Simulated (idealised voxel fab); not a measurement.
Proc. module: voxel gate over fins
Section shown: cut. Width: 235 nm. Cell size: 5 nm, square.
We lay out every cross-section as a grid of square cells and spell it out in bands from the top down, where one band means one or more rows of cells. Read a band's entry like this: the first values are the height of its top and the height of its bottom in nm, and what follows is the sequence of materials from left to right, each with its width in nm. Note that "blank" is empty space, and that a single material marked "throughout" reaches across the band from edge to edge. Height 0 is the level under which the wafer as received is all one material. The lowest band goes on downwards, as in "z 0 and below". Top row gets the first number, bottom row gets the second, and each row in between changes by the same step: that is how a band width like "30->40" works. Step note "all unchanged" = no cross-section cell changed. What "Enclosed empty spaces" gives you is every empty space of 8 cells or more that is cut off from the top. Each appears as width x height at distance, with the distance taken from the left edge and width, height and distance all in nm. On a step's line, text after the settings is the simulator commenting on that step. When a step includes a mask, the "overlay nm" setting on its line states how far to the right of its planned place that mask lay, and negative values state how far to the left.

### The steps planned for the process are as follows
1. RECEIVE with material Si
2. CONFORMAL_DEP with material SiN, thk nm 5
3. PATTERN with tone cover, mask id FINS, material resist, width nm 15, pitch nm 35, thk nm 15, overlay nm 0
4. DIRECTIONAL_ETCH with etch materials SiN, depth nm 5
5. DIRECTIONAL_ETCH with etch materials Si, depth nm 35
6. STRIP with etch materials resist
7. FILL_DEP with material SiO2, thk nm 5
8. CMP with height nm 5
9. SELECTIVE_ETCH with etch materials SiO2, depth nm 15
10. STRIP with etch materials SiN
11. CONFORMAL_DEP with material HfO2, thk nm 5
12. CONFORMAL_DEP with material TiN, thk nm 5
13. FILL_DEP with material W, thk nm 10
14. CMP with height nm 15
15. CONFORMAL_DEP with material SiN, thk nm 5

### The first of a set of two wafers, run to plan

### Cross-section of the incoming wafer, state after step 1
	z 0 and below: Si throughout
	Enclosed empty spaces: none

### Take a look at the wafer's cross-section after step 2
	z 5 to 0: SiN throughout
	Everything under 0 stays put, no change at all.

### Take a look at the wafer's cross-section after step 3
	z 20 to 5: blank: 75, resist: 15, blank: 20, resist: 15, blank: 20, resist: 15, blank: 75
	Everything under 5 stays put, no change at all.

### Take a look at the wafer's cross-section after step 4
	z 20 to 5: blank: 75, resist: 15, blank: 20, resist: 15, blank: 20, resist: 15, blank: 75
	z 5 to 0: blank: 75, SiN: 15, blank: 20, SiN: 15, blank: 20, SiN: 15, blank: 75
	Everything under 0 stays put, no change at all.

### Take a look at the wafer's cross-section after step 5
	z 20 to 5: blank: 75, resist: 15, blank: 20, resist: 15, blank: 20, resist: 15, blank: 75
	z 5 to 0: blank: 75, SiN: 15, blank: 20, SiN: 15, blank: 20, SiN: 15, blank: 75
	z 0 to -35: blank: 75, Si: 15, blank: 20, Si: 15, blank: 20, Si: 15, blank: 75
	Everything under -35 stays put, no change at all.

### Take a look at the wafer's cross-section after step 6
	z 5 to 0: blank: 75, SiN: 15, blank: 20, SiN: 15, blank: 20, SiN: 15, blank: 75
	Everything under 0 stays put, no change at all.

### Take a look at the wafer's cross-section after step 7
	z 10 to 5: SiO2 throughout
	z 5 to 0: SiO2: 75, SiN: 15, SiO2: 20, SiN: 15, SiO2: 20, SiN: 15, SiO2: 75
	z 0 to -35: SiO2: 75, Si: 15, SiO2: 20, Si: 15, SiO2: 20, Si: 15, SiO2: 75
	Everything under -35 stays put, no change at all.

### Take a look at the wafer's cross-section after step 8
	z 5 to 0: SiO2: 75, SiN: 15, SiO2: 20, SiN: 15, SiO2: 20, SiN: 15, SiO2: 75
	Everything under 0 stays put, no change at all.

### Take a look at the wafer's cross-section after step 9
	z 5 to 0: blank: 75, SiN: 15, blank: 20, SiN: 15, blank: 20, SiN: 15, blank: 75
	z 0 to -10: blank: 75, Si: 15, blank: 20, Si: 15, blank: 20, Si: 15, blank: 75
	Everything under -10 stays put, no change at all.

### Take a look at the wafer's cross-section after step 10
	z 0 to -10: blank: 75, Si: 15, blank: 20, Si: 15, blank: 20, Si: 15, blank: 75
	Everything under -10 stays put, no change at all.

### Take a look at the wafer's cross-section after step 11
	z 5 to 0: blank: 70, HfO2: 25, blank: 10, HfO2: 25, blank: 10, HfO2: 25, blank: 70
	z 0 to -5: blank: 70, HfO2: 5, Si: 15, HfO2: 5, blank: 10, HfO2: 5, Si: 15, HfO2: 5, blank: 10, HfO2: 5, Si: 15, HfO2: 5, blank: 70
	z -5 to -10: HfO2: 75, Si: 15, HfO2: 20, Si: 15, HfO2: 20, Si: 15, HfO2: 75
	Everything under -10 stays put, no change at all.

### Take a look at the wafer's cross-section after step 12
	z 10 to 5: blank: 65, TiN: 105, blank: 65
	z 5 to 0: blank: 65, TiN: 5, HfO2: 25, TiN: 10, HfO2: 25, TiN: 10, HfO2: 25, TiN: 5, blank: 65
	z 0 to -5: TiN: 70, HfO2: 5, Si: 15, HfO2: 5, TiN: 10, HfO2: 5, Si: 15, HfO2: 5, TiN: 10, HfO2: 5, Si: 15, HfO2: 5, TiN: 70
	Everything under -5 stays put, no change at all.

### Take a look at the wafer's cross-section after step 13
	z 20 to 10: W throughout
	z 10 to 5: W: 65, TiN: 105, W: 65
	z 5 to 0: W: 65, TiN: 5, HfO2: 25, TiN: 10, HfO2: 25, TiN: 10, HfO2: 25, TiN: 5, W: 65
	Everything under 0 stays put, no change at all.

### Take a look at the wafer's cross-section after step 14
	z 15 to 10: W throughout
	Everything under 10 stays put, no change at all.

### Take a look at the wafer's cross-section after step 15
	z 20 to 15: SiN throughout
	Everything under 15 stays put, no change at all.

### Wafer two of the pair: same origin, same plan, one error during the run; identical to wafer one up to and including step 8

### Cross-section of the second wafer at the time by which step 9 should have been completed according to the plan
	z 5 to 0: blank: 75, SiN: 15, blank: 20, SiN: 15, blank: 20, SiN: 15, blank: 75
	z 0 to -20: blank: 75, Si: 15, blank: 20, Si: 15, blank: 20, Si: 15, blank: 75
	Everything under -20 stays put, no change at all.

### Cross-section of the second wafer at the time by which step 10 should have been completed according to the plan
	z 0 to -20: blank: 75, Si: 15, blank: 20, Si: 15, blank: 20, Si: 15, blank: 75
	Everything under -20 stays put, no change at all.

### Cross-section of the second wafer at the time by which step 11 should have been completed according to the plan
	z 5 to 0: blank: 70, HfO2: 25, blank: 10, HfO2: 25, blank: 10, HfO2: 25, blank: 70
	z 0 to -15: blank: 70, HfO2: 5, Si: 15, HfO2: 5, blank: 10, HfO2: 5, Si: 15, HfO2: 5, blank: 10, HfO2: 5, Si: 15, HfO2: 5, blank: 70
	z -15 to -20: HfO2: 75, Si: 15, HfO2: 20, Si: 15, HfO2: 20, Si: 15, HfO2: 75
	Everything under -20 stays put, no change at all.

### Cross-section of the second wafer at the time by which step 12 should have been completed according to the plan
	z 10 to 5: blank: 65, TiN: 105, blank: 65
	z 5 to 0: blank: 65, TiN: 5, HfO2: 25, TiN: 10, HfO2: 25, TiN: 10, HfO2: 25, TiN: 5, blank: 65
	z 0 to -10: blank: 65, TiN: 5, HfO2: 5, Si: 15, HfO2: 5, TiN: 10, HfO2: 5, Si: 15, HfO2: 5, TiN: 10, HfO2: 5, Si: 15, HfO2: 5, TiN: 5, blank: 65
	z -10 to -15: TiN: 70, HfO2: 5, Si: 15, HfO2: 5, TiN: 10, HfO2: 5, Si: 15, HfO2: 5, TiN: 10, HfO2: 5, Si: 15, HfO2: 5, TiN: 70
	Everything under -15 stays put, no change at all.

### Cross-section of the second wafer at the time by which step 13 should have been completed according to the plan
	z 20 to 10: W throughout
	z 10 to 5: W: 65, TiN: 105, W: 65
	z 5 to 0: W: 65, TiN: 5, HfO2: 25, TiN: 10, HfO2: 25, TiN: 10, HfO2: 25, TiN: 5, W: 65
	z 0 to -10: W: 65, TiN: 5, HfO2: 5, Si: 15, HfO2: 5, TiN: 10, HfO2: 5, Si: 15, HfO2: 5, TiN: 10, HfO2: 5, Si: 15, HfO2: 5, TiN: 5, W: 65
	Everything under -10 stays put, no change at all.

### Cross-section of the second wafer at the time by which step 14 should have been completed according to the plan
	z 15 to 10: W throughout
	Everything under 10 stays put, no change at all.

### Cross-section of the second wafer at the time by which step 15 should have been completed according to the plan
	z 20 to 15: SiN throughout
	Everything under 15 stays put, no change at all.
The mistake made against the process plan was this: so step 9 ended up running with a different setting than we planned, it ran as SELECTIVE_ETCH with etch materials SiO2, depth nm 25
Final tally in cells, some materials are higher or lower on the second wafer than on the first: HfO2: 12 more, SiO2: 76 fewer, TiN: 12 more, W: 52 more
